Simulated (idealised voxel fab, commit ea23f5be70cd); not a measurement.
process module | voxel spacer lines
cross-section cut | 225 nm wide | cells 5 nm
A cross-section is a grid of square cells, given in bands from the top down. A band is one or more rows of cells.
Each band's line starts with the height of the band's top and of its bottom, in nm. Then come its materials from left to right, each with its width in nm. One material with "throughout" fills the band from edge to edge. "air" is empty space.
Height 0 is the level under which the wafer as received is all one material. The lowest band goes on downwards, as in "0 down".
A width such as "30 to 40" changes by the same amount from each row of cells to the next, from the band's top row to its bottom row.
"no change" after a step means that no cell of the cross-section changed.
closed voids: empty space of 8 cells or more with no open way to the top, each as width x height at its distance from the left edge, in nm
after a step's settings: what the simulator itself notes on the step
overlay nm, on a step with a mask: how far to the right of its planned place the mask lay; to the left if negative
plan
1 op RECEIVE | material Si
2 op CONFORMAL_DEP | material Al2O3 | thk nm 5
3 op DIRECTIONAL_DEP | material polySi | thk nm 20
4 op DIRECTIONAL_DEP | material aC | thk nm 20
5 op PATTERN | tone cover | mask id MANDREL | material resist | width nm 20 | pitch nm 70 | thk nm 25 | overlay nm 0
6 op DIRECTIONAL_ETCH | etch materials aC | depth nm 20
7 op STRIP | etch materials resist
8 op CONFORMAL_DEP | material SiN | thk nm 15
9 op DIRECTIONAL_ETCH | etch materials SiN | depth nm 15
10 op STRIP | etch materials aC
11 op DIRECTIONAL_ETCH | etch materials polySi | depth nm 20
12 op STRIP | etch materials SiN
as received, after step 1
  0 down: Si throughout
  closed voids: none
first wafer at the end, as planned
  25 to 5: air 15 | polySi 15 | air 20 | polySi 15 | air 20 | polySi 15 | air 20 | polySi 15 | air 20 | polySi 15 | air 20 | polySi 15 | air 20
  5 to 0: Al2O3 throughout
  0 down: Si throughout
  closed voids: none
second wafer at the end: like start, like plan, one mistake
  20 to 0: air 15 | polySi 15 | air 20 | polySi 15 | air 20 | polySi 15 | air 20 | polySi 15 | air 20 | polySi 15 | air 20 | polySi 15 | air 20
  0 down: Si throughout
  closed voids: none
what went wrong: step 2 was left out
at the end the second wafer has, in cells: 45 fewer of Al2O3
